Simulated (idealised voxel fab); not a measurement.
Process module under the name voxel self aligned contacts
195 nm wide, 5 nm square cells: that's cross-section cut.
The cross-sections in this document take the form of a grid made of square cells. They are written out as bands, in order from top to bottom. Each band consists of one or more rows of cells. Heights first: top, then bottom, in nm. Then materials, left to right, each with a width in nm. "throughout" on a single material: fills the band edge to edge. "blank": empty space. Heads up on the height convention: 0 is the point under which the incoming wafer is all one material, and the lowest band has no bottom, it just keeps going down, like "z 0 and below". Read "30->40" as a graded width: first number on top, second number at the bottom, same change between each pair of neighbouring rows. Any step labelled "remained unchanged" changed none of the cells in the cross-section. For the entry "Closed void register", the listed items are empty spaces with no open way to the top whose size is 8 cells or more; each item follows the pattern width x height at distance, where distance is from the left edge and all three are in nm. Read whatever lies past the settings on a step's line as the simulator's own remark about the step. "overlay nm", when on a step's line for a step with a mask, measures how far to the right of its planned place the mask lay; a negative measure means to the left. The remainder of this document consists of a sequence of paired cross-sections. Each pair presents the cross-section prior to one process step together with the cross-section following it, the latter being rendered only as deep as the lowest band that underwent change. The intervening step, together with its settings, is stated beneath each pair. Because the pairs may originate from different runs of this module on the same starting wafer, a given pair is to be read as continuing from the preceding pair only where its entry headed "State on entry" so indicates.
State on entry
> z 0 and below = Si throughout
> Closed void register: none
Resulting Cross-Section
> z 0 to -5 = SiO2 throughout
> Below -5, the layers are the same as they were.
> Closed void register: none
Step taken after the before cross-section and before the after cross-section above: OXIDIZE (depth nm 5)
State on entry: nothing new to draw here, it's the after view of the pair just above.
Resulting Cross-Section
> z 20 to 0 = polySi throughout
> Below 0, the layers are the same as they were.
> Closed void register: none
Step taken after the before cross-section and before the after cross-section above: DIRECTIONAL_DEP (material polySi; thk nm 20)
State on entry: nothing new to draw here, it's the after view of the pair just above.
Resulting Cross-Section
> z 40 to 20 = SiN throughout
> Below 20, the layers are the same as they were.
> Closed void register: none
Step taken after the before cross-section and before the after cross-section above: DIRECTIONAL_DEP (material SiN; thk nm 20)
State on entry: nothing new to draw here, it's the after view of the pair just above.
Resulting Cross-Section
> z 55 to 40 = aC throughout
> Below 40, the layers are the same as they were.
> Closed void register: none
Step taken after the before cross-section and before the after cross-section above: DIRECTIONAL_DEP (material aC; thk nm 15)
State on entry: nothing new to draw here, it's the after view of the pair just above.
Resulting Cross-Section
> z 85 to 55 = 20 blank, 25 resist, 40 blank, 25 resist, 40 blank, 25 resist, 20 blank
> Below 55, the layers are the same as they were.
> Closed void register: none
Step taken after the before cross-section and before the after cross-section above: PATTERN (tone cover; mask id GATE; material resist; width nm 25; pitch nm 65; thk nm 30; overlay nm 0)
State on entry: nothing new to draw here, it's the after view of the pair just above.
Resulting Cross-Section
> z 70 to 55 = 20 blank, 25 resist, 40 blank, 25 resist, 40 blank, 25 resist, 20 blank
> z 55 to 40 = 20 blank, 25 aC, 40 blank, 25 aC, 40 blank, 25 aC, 20 blank
> Below 40, the layers are the same as they were.
> Closed void register: none
Step taken after the before cross-section and before the after cross-section above: DIRECTIONAL_ETCH (etch materials aC; depth nm 15)
State on entry: nothing new to draw here, it's the after view of the pair just above.
Resulting Cross-Section
> z 55 to 40 = 20 blank, 25 aC, 40 blank, 25 aC, 40 blank, 25 aC, 20 blank
> Below 40, the layers are the same as they were.
> Closed void register: none
Step taken after the before cross-section and before the after cross-section above: STRIP (etch materials resist)
State on entry: nothing new to draw here, it's the after view of the pair just above.
Resulting Cross-Section
> z 55 to 40 = 20 blank, 25 aC, 40 blank, 25 aC, 40 blank, 25 aC, 20 blank
> z 40 to 20 = 20 blank, 25 SiN, 40 blank, 25 SiN, 40 blank, 25 SiN, 20 blank
> Below 20, the layers are the same as they were.
> Closed void register: none
Step taken after the before cross-section and before the after cross-section above: DIRECTIONAL_ETCH (etch materials SiN; depth nm 20)
State on entry: nothing new to draw here, it's the after view of the pair just above.
Resulting Cross-Section
> z 55 to 40 = 20 blank, 25 aC, 40 blank, 25 aC, 40 blank, 25 aC, 20 blank
> z 40 to 20 = 20 blank, 25 SiN, 40 blank, 25 SiN, 40 blank, 25 SiN, 20 blank
> z 20 to 0 = 20 blank, 25 polySi, 40 blank, 25 polySi, 40 blank, 25 polySi, 20 blank
> Below 0, the layers are the same as they were.
> Closed void register: none
Step taken after the before cross-section and before the after cross-section above: DIRECTIONAL_ETCH (etch materials polySi; depth nm 20)
State on entry: nothing new to draw here, it's the after view of the pair just above.
Resulting Cross-Section
> z 40 to 20 = 20 blank, 25 SiN, 40 blank, 25 SiN, 40 blank, 25 SiN, 20 blank
> Below 20, the layers are the same as they were.
> Closed void register: none
Step taken after the before cross-section and before the after cross-section above: STRIP (etch materials aC)
State on entry: nothing new to draw here, it's the after view of the pair just above.
Resulting Cross-Section
> z 50 to 20 = 10 blank, 45 SiN, 20 blank, 45 SiN, 20 blank, 45 SiN, 10 blank
> z 20 to 10 = 10 blank, 10 SiN, 25 polySi, 10 SiN, 20 blank, 10 SiN, 25 polySi, 10 SiN, 20 blank, 10 SiN, 25 polySi, 10 SiN, 10 blank
> z 10 to 0 = 20 SiN, 25 polySi, 40 SiN, 25 polySi, 40 SiN, 25 polySi, 20 SiN
> Below 0, the layers are the same as they were.
> Closed void register: none
Step taken after the before cross-section and before the after cross-section above: CONFORMAL_DEP (material SiN; thk nm 10)
State on entry: nothing new to draw here, it's the after view of the pair just above.
Resulting Cross-Section
> z 40 to 20 = 10 blank, 45 SiN, 20 blank, 45 SiN, 20 blank, 45 SiN, 10 blank
> z 20 to 0 = 10 blank, 10 SiN, 25 polySi, 10 SiN, 20 blank, 10 SiN, 25 polySi, 10 SiN, 20 blank, 10 SiN, 25 polySi, 10 SiN, 10 blank
> Below 0, the layers are the same as they were.
> Closed void register: none
Step taken after the before cross-section and before the after cross-section above: DIRECTIONAL_ETCH (etch materials SiN; depth nm 10)
State on entry: nothing new to draw here, it's the after view of the pair just above.
Resulting Cross-Section
> z 60 to 40 = SiO2 throughout
> z 40 to 20 = 10 SiO2, 45 SiN, 20 SiO2, 45 SiN, 20 SiO2, 45 SiN, 10 SiO2
> z 20 to 0 = 10 SiO2, 10 SiN, 25 polySi, 10 SiN, 20 SiO2, 10 SiN, 25 polySi, 10 SiN, 20 SiO2, 10 SiN, 25 polySi, 10 SiN, 10 SiO2
> Below 0, the layers are the same as they were.
> Closed void register: none
Step taken after the before cross-section and before the after cross-section above: FILL_DEP (material SiO2; thk nm 20)
State on entry: nothing new to draw here, it's the after view of the pair just above.
Resulting Cross-Section
> z 50 to 40 = SiO2 throughout
> Below 40, the layers are the same as they were.
> Closed void register: none
Step taken after the before cross-section and before the after cross-section above: CMP (height nm 50)
State on entry: nothing new to draw here, it's the after view of the pair just above.
Resulting Cross-Section
> z 70 to 50 = 40 resist, 50 blank, 15 resist, 50 blank, 40 resist
> Below 50, the layers are the same as they were.
> Closed void register: none
Step taken after the before cross-section and before the after cross-section above: PATTERN (tone open; mask id CONTACT; material resist; width nm 50; pitch nm 65; thk nm 20; overlay nm 0)
State on entry: nothing new to draw here, it's the after view of the pair just above.
Resulting Cross-Section
> z 70 to 50 = 40 resist, 50 blank, 15 resist, 50 blank, 40 resist
> z 50 to 40 = 40 SiO2, 50 blank, 15 SiO2, 50 blank, 40 SiO2
> z 40 to 20 = 10 SiO2, 45 SiN, 20 blank, 45 SiN, 20 blank, 45 SiN, 10 SiO2
> z 20 to 0 = 10 SiO2, 10 SiN, 25 polySi, 10 SiN, 20 blank, 10 SiN, 25 polySi, 10 SiN, 20 blank, 10 SiN, 25 polySi, 10 SiN, 10 SiO2
> z 0 to -5 = 55 SiO2, 20 blank, 45 SiO2, 20 blank, 55 SiO2
> Below -5, the layers are the same as they were.
> Closed void register: none
Step taken after the before cross-section and before the after cross-section above: DIRECTIONAL_ETCH (etch materials SiO2; depth nm 55)
State on entry: nothing new to draw here, it's the after view of the pair just above.
Resulting Cross-Section
> z 50 to 40 = 40 SiO2, 50 blank, 15 SiO2, 50 blank, 40 SiO2
> Below 40, the layers are the same as they were.
> Closed void register: none
Step taken after the before cross-section and before the after cross-section above: STRIP (etch materials resist)
State on entry: nothing new to draw here, it's the after view of the pair just above.
Resulting Cross-Section
> z 55 to 50 = 45 TiN, 40 blank, 25 TiN, 40 blank, 45 TiN
> z 50 to 40 = 40 SiO2, 5->20 TiN, 40->10 blank, 5->20 TiN, 15 SiO2, 5->20 TiN, 40->10 blank, 5->20 TiN, 40 SiO2
> z 40 to 20 = 10 SiO2, 45 SiN, 5 TiN, 10 blank, 5 TiN, 45 SiN, 5 TiN, 10 blank, 5 TiN, 45 SiN, 10 SiO2
> z 20 to 0 = 10 SiO2, 10 SiN, 25 polySi, 10 SiN, 5 TiN, 10 blank, 5 TiN, 10 SiN, 25 polySi, 10 SiN, 5 TiN, 10 blank, 5 TiN, 10 SiN, 25 polySi, 10 SiN, 10 SiO2
> z 0 to -5 = 55 SiO2, 20 TiN, 45 SiO2, 20 TiN, 55 SiO2
> Below -5, the layers are the same as they were.
> Closed void register: none
Step taken after the before cross-section and before the after cross-section above: CONFORMAL_DEP (material TiN; thk nm 5)
State on entry: nothing new to draw here, it's the after view of the pair just above.
Resulting Cross-Section
> z 60 to 55 = Ru throughout
> z 55 to 50 = 45 TiN, 40 Ru, 25 TiN, 40 Ru, 45 TiN
> z 50 to 40 = 40 SiO2, 5->20 TiN, 40->10 Ru, 5->20 TiN, 15 SiO2, 5->20 TiN, 40->10 Ru, 5->20 TiN, 40 SiO2
> z 40 to 20 = 10 SiO2, 45 SiN, 5 TiN, 10 Ru, 5 TiN, 45 SiN, 5 TiN, 10 Ru, 5 TiN, 45 SiN, 10 SiO2
> z 20 to 0 = 10 SiO2, 10 SiN, 25 polySi, 10 SiN, 5 TiN, 10 Ru, 5 TiN, 10 SiN, 25 polySi, 10 SiN, 5 TiN, 10 Ru, 5 TiN, 10 SiN, 25 polySi, 10 SiN, 10 SiO2
> Below 0, the layers are the same as they were.
> Closed void register: none
Step taken after the before cross-section and before the after cross-section above: FILL_DEP (material Ru; thk nm 5)
State on entry: nothing new to draw here, it's the after view of the pair just above.
Resulting Cross-Section
> z 50 to 40 = 40 SiO2, 5->20 TiN, 40->10 Ru, 5->20 TiN, 15 SiO2, 5->20 TiN, 40->10 Ru, 5->20 TiN, 40 SiO2
> Below 40, the layers are the same as they were.
> Closed void register: none
Step taken after the before cross-section and before the after cross-section above: CMP (height nm 50)
State on entry: nothing new to draw here, it's the after view of the pair just above.
Resulting Cross-Section
> z 55 to 50 = SiCN throughout
> Below 50, the layers are the same as they were.
> Closed void register: none
Step taken after the before cross-section and before the after cross-section above: CONFORMAL_DEP (material SiCN; thk nm 5)
State on entry
> z 40 to 20 = 20 blank, 25 SiN, 40 blank, 25 SiN, 40 blank, 25 SiN, 20 blank
> z 20 to 0 = 20 blank, 25 polySi, 40 blank, 25 polySi, 40 blank, 25 polySi, 20 blank
> z 0 to -5 = SiO2 throughout
> z -5 and below = Si throughout
> Closed void register: none
Resulting Cross-Section
> z 30 to 20 = 20 blank, 25 SiN, 40 blank, 25 SiN, 40 blank, 25 SiN, 20 blank
> Below 20, the layers are the same as they were.
> Closed void register: none
Step taken after the before cross-section and before the after cross-section above: DIRECTIONAL_ETCH (etch materials SiN; depth nm 10)
State on entry: nothing new to draw here, it's the after view of the pair just above.
Resulting Cross-Section
> z 50 to 30 = SiO2 throughout
> z 30 to 20 = 20 SiO2, 25 SiN, 40 SiO2, 25 SiN, 40 SiO2, 25 SiN, 20 SiO2
> z 20 to 0 = 20 SiO2, 25 polySi, 40 SiO2, 25 polySi, 40 SiO2, 25 polySi, 20 SiO2
> Below 0, the layers are the same as they were.
> Closed void register: none
Step taken after the before cross-section and before the after cross-section above: FILL_DEP (material SiO2; thk nm 20)
State on entry: nothing new to draw here, it's the after view of the pair just above.
Resulting Cross-Section
> z 70 to 50 = 40 resist, 50 blank, 15 resist, 50 blank, 40 resist
> Below 50, the layers are the same as they were.
> Closed void register: none
Step taken after the before cross-section and before the after cross-section above: PATTERN (tone open; mask id CONTACT; material resist; width nm 50; pitch nm 65; thk nm 20; overlay nm 0)
State on entry: nothing new to draw here, it's the after view of the pair just above.
Resulting Cross-Section
> z 70 to 50 = 40 resist, 50 blank, 15 resist, 50 blank, 40 resist
> z 50 to 30 = 40 SiO2, 50 blank, 15 SiO2, 50 blank, 40 SiO2
> z 30 to 20 = 20 SiO2, 25 SiN, 40 blank, 25 SiN, 40 blank, 25 SiN, 20 SiO2
> z 20 to 0 = 20 SiO2, 25 polySi, 40 blank, 25 polySi, 40 blank, 25 polySi, 20 SiO2
> z 0 to -5 = 45 SiO2, 40 blank, 25 SiO2, 40 blank, 45 SiO2
> Below -5, the layers are the same as they were.
> Closed void register: none
Step taken after the before cross-section and before the after cross-section above: DIRECTIONAL_ETCH (etch materials SiO2; depth nm 55)
State on entry: nothing new to draw here, it's the after view of the pair just above.
Resulting Cross-Section
> z 50 to 30 = 40 SiO2, 50 blank, 15 SiO2, 50 blank, 40 SiO2
> Below 30, the layers are the same as they were.
> Closed void register: none
Step taken after the before cross-section and before the after cross-section above: STRIP (etch materials resist)
State on entry: nothing new to draw here, it's the after view of the pair just above.
Resulting Cross-Section
> z 55 to 50 = 45 TiN, 40 blank, 25 TiN, 40 blank, 45 TiN
> z 50 to 35 = 40 SiO2, 5 TiN, 40 blank, 5 TiN, 15 SiO2, 5 TiN, 40 blank, 5 TiN, 40 SiO2
> z 35 to 30 = 40 SiO2, 10 TiN, 30 blank, 10 TiN, 15 SiO2, 10 TiN, 30 blank, 10 TiN, 40 SiO2
> z 30 to 20 = 20 SiO2, 25 SiN, 5 TiN, 30 blank, 5 TiN, 25 SiN, 5 TiN, 30 blank, 5 TiN, 25 SiN, 20 SiO2
> z 20 to 0 = 20 SiO2, 25 polySi, 5 TiN, 30 blank, 5 TiN, 25 polySi, 5 TiN, 30 blank, 5 TiN, 25 polySi, 20 SiO2
> z 0 to -5 = 45 SiO2, 40 TiN, 25 SiO2, 40 TiN, 45 SiO2
> Below -5, the layers are the same as they were.
> Closed void register: none
Step taken after the before cross-section and before the after cross-section above: CONFORMAL_DEP (material TiN; thk nm 5)
State on entry: nothing new to draw here, it's the after view of the pair just above.
Resulting Cross-Section
> z 60 to 55 = Ru throughout
> z 55 to 50 = 45 TiN, 40 Ru, 25 TiN, 40 Ru, 45 TiN
> z 50 to 35 = 40 SiO2, 5 TiN, 40 Ru, 5 TiN, 15 SiO2, 5 TiN, 40 Ru, 5 TiN, 40 SiO2
> z 35 to 30 = 40 SiO2, 10 TiN, 30 Ru, 10 TiN, 15 SiO2, 10 TiN, 30 Ru, 10 TiN, 40 SiO2
> z 30 to 20 = 20 SiO2, 25 SiN, 5 TiN, 30 Ru, 5 TiN, 25 SiN, 5 TiN, 30 Ru, 5 TiN, 25 SiN, 20 SiO2
> z 20 to 0 = 20 SiO2, 25 polySi, 5 TiN, 30 Ru, 5 TiN, 25 polySi, 5 TiN, 30 Ru, 5 TiN, 25 polySi, 20 SiO2
> Below 0, the layers are the same as they were.
> Closed void register: none
Step taken after the before cross-section and before the after cross-section above: FILL_DEP (material Ru; thk nm 5)
State on entry: nothing new to draw here, it's the after view of the pair just above.
Resulting Cross-Section
> z 50 to 35 = 40 SiO2, 5 TiN, 40 Ru, 5 TiN, 15 SiO2, 5 TiN, 40 Ru, 5 TiN, 40 SiO2
> Below 35, the layers are the same as they were.
> Closed void register: none
Step taken after the before cross-section and before the after cross-section above: CMP (height nm 50)
State on entry: nothing new to draw here, it's the after view of the pair just above.
Resulting Cross-Section
> z 55 to 50 = SiCN throughout
> Below 50, the layers are the same as they were.
> Closed void register: none
Step taken after the before cross-section and before the after cross-section above: CONFORMAL_DEP (material SiCN; thk nm 5)
State on entry
> z 40 to 20 = SiN throughout
> z 20 to 0 = polySi throughout
> z 0 to -5 = SiO2 throughout
> z -5 and below = Si throughout
> Closed void register: none
Resulting Cross-Section
> z 60 to 20 = SiN throughout
> Below 20, the layers are the same as they were.
> Closed void register: none
Step taken after the before cross-section and before the after cross-section above: DIRECTIONAL_DEP (material SiN; thk nm 20)
State on entry: nothing new to draw here, it's the after view of the pair just above.
Resulting Cross-Section
> z 75 to 60 = aC throughout
> Below 60, the layers are the same as they were.
> Closed void register: none
Step taken after the before cross-section and before the after cross-section above: DIRECTIONAL_DEP (material aC; thk nm 15)
State on entry: nothing new to draw here, it's the after view of the pair just above.
Resulting Cross-Section
> z 105 to 75 = 20 blank, 25 resist, 40 blank, 25 resist, 40 blank, 25 resist, 20 blank
> Below 75, the layers are the same as they were.
> Closed void register: none
Step taken after the before cross-section and before the after cross-section above: PATTERN (tone cover; mask id GATE; material resist; width nm 25; pitch nm 65; thk nm 30; overlay nm 0)
State on entry: nothing new to draw here, it's the after view of the pair just above.
Resulting Cross-Section
> z 90 to 75 = 20 blank, 25 resist, 40 blank, 25 resist, 40 blank, 25 resist, 20 blank
> z 75 to 60 = 20 blank, 25 aC, 40 blank, 25 aC, 40 blank, 25 aC, 20 blank
> Below 60, the layers are the same as they were.
> Closed void register: none
Step taken after the before cross-section and before the after cross-section above: DIRECTIONAL_ETCH (etch materials aC; depth nm 15)
State on entry: nothing new to draw here, it's the after view of the pair just above.
Resulting Cross-Section
> z 75 to 60 = 20 blank, 25 aC, 40 blank, 25 aC, 40 blank, 25 aC, 20 blank
> Below 60, the layers are the same as they were.
> Closed void register: none
Step taken after the before cross-section and before the after cross-section above: STRIP (etch materials resist)
State on entry: nothing new to draw here, it's the after view of the pair just above.
Resulting Cross-Section
> z 75 to 60 = 20 blank, 25 aC, 40 blank, 25 aC, 40 blank, 25 aC, 20 blank
> z 60 to 40 = 20 blank, 25 SiN, 40 blank, 25 SiN, 40 blank, 25 SiN, 20 blank
> Below 40, the layers are the same as they were.
> Closed void register: none
Step taken after the before cross-section and before the after cross-section above: DIRECTIONAL_ETCH (etch materials SiN; depth nm 20)
State on entry: nothing new to draw here, it's the after view of the pair just above.
Resulting Cross-Section
> z 60 to 40 = 20 blank, 25 SiN, 40 blank, 25 SiN, 40 blank, 25 SiN, 20 blank
> Below 40, the layers are the same as they were.
> Closed void register: none
Step taken after the before cross-section and before the after cross-section above: STRIP (etch materials aC)
State on entry: nothing new to draw here, it's the after view of the pair just above.
Resulting Cross-Section
> z 70 to 50 = 10 blank, 45 SiN, 20 blank, 45 SiN, 20 blank, 45 SiN, 10 blank
> z 50 to 20 = SiN throughout
> Below 20, the layers are the same as they were.
> Closed void register: none
Step taken after the before cross-section and before the after cross-section above: CONFORMAL_DEP (material SiN; thk nm 10)
State on entry: nothing new to draw here, it's the after view of the pair just above.
Resulting Cross-Section
> z 60 to 40 = 10 blank, 45 SiN, 20 blank, 45 SiN, 20 blank, 45 SiN, 10 blank
> Below 40, the layers are the same as they were.
> Closed void register: none
Step taken after the before cross-section and before the after cross-section above: DIRECTIONAL_ETCH (etch materials SiN; depth nm 10)
State on entry: nothing new to draw here, it's the after view of the pair just above.
Resulting Cross-Section
> z 80 to 60 = SiO2 throughout
> z 60 to 40 = 10 SiO2, 45 SiN, 20 SiO2, 45 SiN, 20 SiO2, 45 SiN, 10 SiO2
> Below 40, the layers are the same as they were.
> Closed void register: none
Step taken after the before cross-section and before the after cross-section above: FILL_DEP (material SiO2; thk nm 20)
State on entry: nothing new to draw here, it's the after view of the pair just above.
Resulting Cross-Section
> z 50 to 40 = 10 SiO2, 45 SiN, 20 SiO2, 45 SiN, 20 SiO2, 45 SiN, 10 SiO2
> Below 40, the layers are the same as they were.
> Closed void register: none
Step taken after the before cross-section and before the after cross-section above: CMP (height nm 50)
State on entry: nothing new to draw here, it's the after view of the pair just above.
Resulting Cross-Section
> z 70 to 50 = 40 resist, 50 blank, 15 resist, 50 blank, 40 resist
> Below 50, the layers are the same as they were.
> Closed void register: none
Step taken after the before cross-section and before the after cross-section above: PATTERN (tone open; mask id CONTACT; material resist; width nm 50; pitch nm 65; thk nm 20; overlay nm 0)
State on entry: nothing new to draw here, it's the after view of the pair just above.
Resulting Cross-Section
> z 70 to 50 = 40 resist, 50 blank, 15 resist, 50 blank, 40 resist
> z 50 to 40 = 10 SiO2, 45 SiN, 20 blank, 45 SiN, 20 blank, 45 SiN, 10 SiO2
> Below 40, the layers are the same as they were.
> Closed void register: none
Step taken after the before cross-section and before the after cross-section above: DIRECTIONAL_ETCH (etch materials SiO2; depth nm 55)
State on entry: nothing new to draw here, it's the after view of the pair just above.
Resulting Cross-Section
> z 50 to 40 = 10 SiO2, 45 SiN, 20 blank, 45 SiN, 20 blank, 45 SiN, 10 SiO2
> Below 40, the layers are the same as they were.
> Closed void register: none
Step taken after the before cross-section and before the after cross-section above: STRIP (etch materials resist)
State on entry: nothing new to draw here, it's the after view of the pair just above.
Resulting Cross-Section
> z 55 to 50 = 60 TiN, 10 blank, 55 TiN, 10 blank, 60 TiN
> z 50 to 45 = 10 SiO2, 45 SiN, 5 TiN, 10 blank, 5 TiN, 45 SiN, 5 TiN, 10 blank, 5 TiN, 45 SiN, 10 SiO2
> z 45 to 40 = 10 SiO2, 45 SiN, 20 TiN, 45 SiN, 20 TiN, 45 SiN, 10 SiO2
> Below 40, the layers are the same as they were.
> Closed void register: none
Step taken after the before cross-section and before the after cross-section above: CONFORMAL_DEP (material TiN; thk nm 5)
State on entry: nothing new to draw here, it's the after view of the pair just above.
Resulting Cross-Section
> z 60 to 55 = Ru throughout
> z 55 to 50 = 60 TiN, 10 Ru, 55 TiN, 10 Ru, 60 TiN
> z 50 to 45 = 10 SiO2, 45 SiN, 5 TiN, 10 Ru, 5 TiN, 45 SiN, 5 TiN, 10 Ru, 5 TiN, 45 SiN, 10 SiO2
> Below 45, the layers are the same as they were.
> Closed void register: none
Step taken after the before cross-section and before the after cross-section above: FILL_DEP (material Ru; thk nm 5)
State on entry: nothing new to draw here, it's the after view of the pair just above.
Resulting Cross-Section
> z 50 to 45 = 10 SiO2, 45 SiN, 5 TiN, 10 Ru, 5 TiN, 45 SiN, 5 TiN, 10 Ru, 5 TiN, 45 SiN, 10 SiO2
> Below 45, the layers are the same as they were.
> Closed void register: none
Step taken after the before cross-section and before the after cross-section above: CMP (height nm 50)
State on entry: nothing new to draw here, it's the after view of the pair just above.
Resulting Cross-Section
> z 55 to 50 = SiCN throughout
> Below 50, the layers are the same as they were.
> Closed void register: none
Step taken after the before cross-section and before the after cross-section above: CONFORMAL_DEP (material SiCN; thk nm 5)
State on entry
> z 30 to 20 = 20 blank, 25 SiN, 40 blank, 25 SiN, 40 blank, 25 SiN, 20 blank
> z 20 to 0 = 20 blank, 25 polySi, 40 blank, 25 polySi, 40 blank, 25 polySi, 20 blank
> z 0 to -5 = SiO2 throughout
> z -5 and below = Si throughout
> Closed void register: none
Resulting Cross-Section
> z 40 to 20 = 10 blank, 45 SiN, 20 blank, 45 SiN, 20 blank, 45 SiN, 10 blank
> z 20 to 10 = 10 blank, 10 SiN, 25 polySi, 10 SiN, 20 blank, 10 SiN, 25 polySi, 10 SiN, 20 blank, 10 SiN, 25 polySi, 10 SiN, 10 blank
> z 10 to 0 = 20 SiN, 25 polySi, 40 SiN, 25 polySi, 40 SiN, 25 polySi, 20 SiN
> Below 0, the layers are the same as they were.
> Closed void register: none
Step taken after the before cross-section and before the after cross-section above: CONFORMAL_DEP (material SiN; thk nm 10)
State on entry: nothing new to draw here, it's the after view of the pair just above.
Resulting Cross-Section
> z 60 to 40 = SiO2 throughout
> z 40 to 20 = 10 SiO2, 45 SiN, 20 SiO2, 45 SiN, 20 SiO2, 45 SiN, 10 SiO2
> z 20 to 10 = 10 SiO2, 10 SiN, 25 polySi, 10 SiN, 20 SiO2, 10 SiN, 25 polySi, 10 SiN, 20 SiO2, 10 SiN, 25 polySi, 10 SiN, 10 SiO2
> Below 10, the layers are the same as they were.
> Closed void register: none
Step taken after the before cross-section and before the after cross-section above: FILL_DEP (material SiO2; thk nm 20)
State on entry: nothing new to draw here, it's the after view of the pair just above.
Resulting Cross-Section
> z 50 to 40 = SiO2 throughout
> Below 40, the layers are the same as they were.
> Closed void register: none
Step taken after the before cross-section and before the after cross-section above: CMP (height nm 50)
State on entry: nothing new to draw here, it's the after view of the pair just above.
Resulting Cross-Section
> z 70 to 50 = 40 resist, 50 blank, 15 resist, 50 blank, 40 resist
> Below 50, the layers are the same as they were.
> Closed void register: none
Step taken after the before cross-section and before the after cross-section above: PATTERN (tone open; mask id CONTACT; material resist; width nm 50; pitch nm 65; thk nm 20; overlay nm 0)
State on entry: nothing new to draw here, it's the after view of the pair just above.
Resulting Cross-Section
> z 70 to 50 = 40 resist, 50 blank, 15 resist, 50 blank, 40 resist
> z 50 to 40 = 40 SiO2, 50 blank, 15 SiO2, 50 blank, 40 SiO2
> z 40 to 20 = 10 SiO2, 45 SiN, 20 blank, 45 SiN, 20 blank, 45 SiN, 10 SiO2
> z 20 to 10 = 10 SiO2, 10 SiN, 25 polySi, 10 SiN, 20 blank, 10 SiN, 25 polySi, 10 SiN, 20 blank, 10 SiN, 25 polySi, 10 SiN, 10 SiO2
> Below 10, the layers are the same as they were.
> Closed void register: none
Step taken after the before cross-section and before the after cross-section above: DIRECTIONAL_ETCH (etch materials SiO2; depth nm 55)
State on entry: nothing new to draw here, it's the after view of the pair just above.
Resulting Cross-Section
> z 50 to 40 = 40 SiO2, 50 blank, 15 SiO2, 50 blank, 40 SiO2
> Below 40, the layers are the same as they were.
> Closed void register: none
Step taken after the before cross-section and before the after cross-section above: STRIP (etch materials resist)
State on entry: nothing new to draw here, it's the after view of the pair just above.
Resulting Cross-Section
> z 55 to 50 = 45 TiN, 40 blank, 25 TiN, 40 blank, 45 TiN
> z 50 to 40 = 40 SiO2, 5->20 TiN, 40->10 blank, 5->20 TiN, 15 SiO2, 5->20 TiN, 40->10 blank, 5->20 TiN, 40 SiO2
> z 40 to 20 = 10 SiO2, 45 SiN, 5 TiN, 10 blank, 5 TiN, 45 SiN, 5 TiN, 10 blank, 5 TiN, 45 SiN, 10 SiO2
> z 20 to 15 = 10 SiO2, 10 SiN, 25 polySi, 10 SiN, 5 TiN, 10 blank, 5 TiN, 10 SiN, 25 polySi, 10 SiN, 5 TiN, 10 blank, 5 TiN, 10 SiN, 25 polySi, 10 SiN, 10 SiO2
> z 15 to 10 = 10 SiO2, 10 SiN, 25 polySi, 10 SiN, 20 TiN, 10 SiN, 25 polySi, 10 SiN, 20 TiN, 10 SiN, 25 polySi, 10 SiN, 10 SiO2
> Below 10, the layers are the same as they were.
> Closed void register: none
Step taken after the before cross-section and before the after cross-section above: CONFORMAL_DEP (material TiN; thk nm 5)
State on entry: nothing new to draw here, it's the after view of the pair just above.
Resulting Cross-Section
> z 60 to 55 = Ru throughout
> z 55 to 50 = 45 TiN, 40 Ru, 25 TiN, 40 Ru, 45 TiN
> z 50 to 40 = 40 SiO2, 5->20 TiN, 40->10 Ru, 5->20 TiN, 15 SiO2, 5->20 TiN, 40->10 Ru, 5->20 TiN, 40 SiO2
> z 40 to 20 = 10 SiO2, 45 SiN, 5 TiN, 10 Ru, 5 TiN, 45 SiN, 5 TiN, 10 Ru, 5 TiN, 45 SiN, 10 SiO2
> z 20 to 15 = 10 SiO2, 10 SiN, 25 polySi, 10 SiN, 5 TiN, 10 Ru, 5 TiN, 10 SiN, 25 polySi, 10 SiN, 5 TiN, 10 Ru, 5 TiN, 10 SiN, 25 polySi, 10 SiN, 10 SiO2
> Below 15, the layers are the same as they were.
> Closed void register: none
Step taken after the before cross-section and before the after cross-section above: FILL_DEP (material Ru; thk nm 5)
State on entry: nothing new to draw here, it's the after view of the pair just above.
Resulting Cross-Section
> z 50 to 40 = 40 SiO2, 5->20 TiN, 40->10 Ru, 5->20 TiN, 15 SiO2, 5->20 TiN, 40->10 Ru, 5->20 TiN, 40 SiO2
> Below 40, the layers are the same as they were.
> Closed void register: none
Step taken after the before cross-section and before the after cross-section above: CMP (height nm 50)
State on entry: nothing new to draw here, it's the after view of the pair just above.
Resulting Cross-Section
> z 55 to 50 = SiCN throughout
> Below 50, the layers are the same as they were.
> Closed void register: none
Step taken after the before cross-section and before the after cross-section above: CONFORMAL_DEP (material SiCN; thk nm 5)
State on entry
> z 55 to 40 = 20 blank, 25 aC, 40 blank, 25 aC, 40 blank, 25 aC, 20 blank
> z 40 to 20 = SiN throughout
> z 20 to 0 = polySi throughout
> z 0 to -5 = SiO2 throughout
> z -5 and below = Si throughout
> Closed void register: none
Resulting Cross-Section
> z 55 to 40 = 20 blank, 25 aC, 40 blank, 25 aC, 40 blank, 25 aC, 20 blank
> z 40 to 30 = 20 blank, 25 SiN, 40 blank, 25 SiN, 40 blank, 25 SiN, 20 blank
> Below 30, the layers are the same as they were.
> Closed void register: none
Step taken after the before cross-section and before the after cross-section above: DIRECTIONAL_ETCH (etch materials SiN; depth nm 10)
State on entry: nothing new to draw here, it's the after view of the pair just above.
Resulting Cross-Section
> z 40 to 30 = 20 blank, 25 SiN, 40 blank, 25 SiN, 40 blank, 25 SiN, 20 blank
> Below 30, the layers are the same as they were.
> Closed void register: none
Step taken after the before cross-section and before the after cross-section above: STRIP (etch materials aC)
State on entry: nothing new to draw here, it's the after view of the pair just above.
Resulting Cross-Section
> z 50 to 40 = 10 blank, 45 SiN, 20 blank, 45 SiN, 20 blank, 45 SiN, 10 blank
> z 40 to 20 = SiN throughout
> Below 20, the layers are the same as they were.
> Closed void register: none
Step taken after the before cross-section and before the after cross-section above: CONFORMAL_DEP (material SiN; thk nm 10)
State on entry: nothing new to draw here, it's the after view of the pair just above.
Resulting Cross-Section
> z 40 to 30 = 10 blank, 45 SiN, 20 blank, 45 SiN, 20 blank, 45 SiN, 10 blank
> Below 30, the layers are the same as they were.
> Closed void register: none
Step taken after the before cross-section and before the after cross-section above: DIRECTIONAL_ETCH (etch materials SiN; depth nm 10)
State on entry: nothing new to draw here, it's the after view of the pair just above.
Resulting Cross-Section
> z 60 to 40 = SiO2 throughout
> z 40 to 30 = 10 SiO2, 45 SiN, 20 SiO2, 45 SiN, 20 SiO2, 45 SiN, 10 SiO2
> Below 30, the layers are the same as they were.
> Closed void register: none
Step taken after the before cross-section and before the after cross-section above: FILL_DEP (material SiO2; thk nm 20)
